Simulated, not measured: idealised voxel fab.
You're looking at the process module voxel self aligned contacts.
FYI the section here is cut, 285 nm wide, cells are 5 nm squares.
This document writes a cross-section as a grid whose cells are square, and gives it as bands, listed from the top down; one or more rows of cells form a band. Top height, bottom height, nm. Materials left to right, width each, nm. Single material + "full width" = fills band edge to edge. "empty" = empty. It should be noted that heights are counted from 0, beneath which the wafer as supplied is of one material throughout, and that the lowest band possesses no lower boundary but continues downward, as written in "0 down". A two-number width, for instance "30->40", indicates that the width is equal to the first number in the top row of the band and to the second number in the bottom row, and that it changes by a constant amount per row of cells. Step marked "no alterations made"? Then no cell in the cross-section changed in it. "Catalogued sealed voids" enumerates empty spaces isolated from the top, with no open way to it, that contain at least 8 cells, giving each as width x height at distance from the left edge, all three in nm. If you see something after the settings on a step's line, that's the simulator's own remark about that step. overlay nm: how far to the right of its planned place the mask lay on this masked step (negative: to the left).

### The planned process steps are enumerated hereunder
step 1: RECEIVE [material Si]
step 2: OXIDIZE [depth nm 5]
step 3: DIRECTIONAL_DEP [material polySi] [thk nm 20]
step 4: DIRECTIONAL_DEP [material SiN] [thk nm 20]
step 5: MASKED_ETCH [tone cover] [mask id GATE] [width nm 35] [pitch nm 80] [etch materials SiN] [depth nm 20] [overlay nm 0]
step 6: MASKED_ETCH [tone cover] [mask id GATE] [width nm 35] [pitch nm 80] [etch materials polySi] [depth nm 20] [overlay nm 0]
step 7: CONFORMAL_DEP [material SiN] [thk nm 10]
step 8: DIRECTIONAL_ETCH [etch materials SiN] [depth nm 10]
step 9: FILL_DEP [material SiO2] [thk nm 15]
step 10: CMP [height nm 45]
step 11: PATTERN [tone open] [mask id CONTACT] [material resist] [width nm 65] [thk nm 20] [overlay nm 0]
step 12: DIRECTIONAL_ETCH [etch materials SiO2] [depth nm 50]
step 13: STRIP [etch materials resist]
step 14: CONFORMAL_DEP [material TiN] [thk nm 5]
step 15: FILL_DEP [material Ru] [thk nm 10]
step 16: CMP [height nm 45]
step 17: CONFORMAL_DEP [material SiCN] [thk nm 5]

### Run as planned: first of two wafers

### As received (post step 1): cross-section
- 0 down | Si full width
- Catalogued sealed voids: none

### The wafer, seen in cross-section, after step 2
- 0 to -5 | SiO2 full width
- Under -5: no change, same as before.

### The wafer, seen in cross-section, after step 3
- 20 to 0 | polySi full width
- Under 0: no change, same as before.

### The wafer, seen in cross-section, after step 4
- 40 to 20 | SiN full width
- Under 20: no change, same as before.

### The wafer, seen in cross-section, after step 5
- 40 to 20 | empty (85)  SiN (35)  empty (45)  SiN (35)  empty (85)
- Under 20: no change, same as before.

### The wafer, seen in cross-section, after step 6
- 40 to 20 | empty (85)  SiN (35)  empty (45)  SiN (35)  empty (85)
- 20 to 0 | empty (85)  polySi (35)  empty (45)  polySi (35)  empty (85)
- Under 0: no change, same as before.

### The wafer, seen in cross-section, after step 7
- 50 to 20 | empty (75)  SiN (55)  empty (25)  SiN (55)  empty (75)
- 20 to 10 | empty (75)  SiN (10)  polySi (35)  SiN (10)  empty (25)  SiN (10)  polySi (35)  SiN (10)  empty (75)
- 10 to 0 | SiN (85)  polySi (35)  SiN (45)  polySi (35)  SiN (85)
- Under 0: no change, same as before.

### The wafer, seen in cross-section, after step 8
- 40 to 20 | empty (75)  SiN (55)  empty (25)  SiN (55)  empty (75)
- 20 to 0 | empty (75)  SiN (10)  polySi (35)  SiN (10)  empty (25)  SiN (10)  polySi (35)  SiN (10)  empty (75)
- Under 0: no change, same as before.

### The wafer, seen in cross-section, after step 9
- 55 to 40 | SiO2 full width
- 40 to 20 | SiO2 (75)  SiN (55)  SiO2 (25)  SiN (55)  SiO2 (75)
- 20 to 0 | SiO2 (75)  SiN (10)  polySi (35)  SiN (10)  SiO2 (25)  SiN (10)  polySi (35)  SiN (10)  SiO2 (75)
- Under 0: no change, same as before.

### The wafer, seen in cross-section, after step 10
- 45 to 40 | SiO2 full width
- Under 40: no change, same as before.

### The wafer, seen in cross-section, after step 11
- 65 to 45 | resist (110)  empty (65)  resist (110)
- Under 45: no change, same as before.

### The wafer, seen in cross-section, after step 12
- 65 to 45 | resist (110)  empty (65)  resist (110)
- 45 to 40 | SiO2 (110)  empty (65)  SiO2 (110)
- 40 to 20 | SiO2 (75)  SiN (55)  empty (25)  SiN (55)  SiO2 (75)
- 20 to 0 | SiO2 (75)  SiN (10)  polySi (35)  SiN (10)  empty (25)  SiN (10)  polySi (35)  SiN (10)  SiO2 (75)
- 0 to -5 | SiO2 (130)  empty (25)  SiO2 (130)
- Under -5: no change, same as before.

### The wafer, seen in cross-section, after step 13
- 45 to 40 | SiO2 (110)  empty (65)  SiO2 (110)
- Under 40: no change, same as before.

### The wafer, seen in cross-section, after step 14
- 50 to 45 | TiN (115)  empty (55)  TiN (115)
- 45 to 40 | SiO2 (110)  TiN (25)  empty (15)  TiN (25)  SiO2 (110)
- 40 to 20 | SiO2 (75)  SiN (55)  TiN (5)  empty (15)  TiN (5)  SiN (55)  SiO2 (75)
- 20 to 0 | SiO2 (75)  SiN (10)  polySi (35)  SiN (10)  TiN (5)  empty (15)  TiN (5)  SiN (10)  polySi (35)  SiN (10)  SiO2 (75)
- 0 to -5 | SiO2 (130)  TiN (25)  SiO2 (130)
- Under -5: no change, same as before.

### The wafer, seen in cross-section, after step 15
- 60 to 50 | Ru full width
- 50 to 45 | TiN (115)  Ru (55)  TiN (115)
- 45 to 40 | SiO2 (110)  TiN (25)  Ru (15)  TiN (25)  SiO2 (110)
- 40 to 20 | SiO2 (75)  SiN (55)  TiN (5)  Ru (15)  TiN (5)  SiN (55)  SiO2 (75)
- 20 to 0 | SiO2 (75)  SiN (10)  polySi (35)  SiN (10)  TiN (5)  Ru (15)  TiN (5)  SiN (10)  polySi (35)  SiN (10)  SiO2 (75)
- Under 0: no change, same as before.

### The wafer, seen in cross-section, after step 16
- 45 to 40 | SiO2 (110)  TiN (25)  Ru (15)  TiN (25)  SiO2 (110)
- Under 40: no change, same as before.

### The wafer, seen in cross-section, after step 17
- 50 to 45 | SiCN full width
- Under 45: no change, same as before.

### Second wafer, same starting state and plan as the first, one mistake in the run, identical through step 16

### when step 17 should have ended
- 50 to 45 | SiN full width
- Under 45: no change, same as before.
Deviation from plan: step 17 ran as: CONFORMAL_DEP [material SiN] [thk nm 5]
Final wafer comparison in cells, second versus first, more or fewer per material: SiCN -57; SiN +57
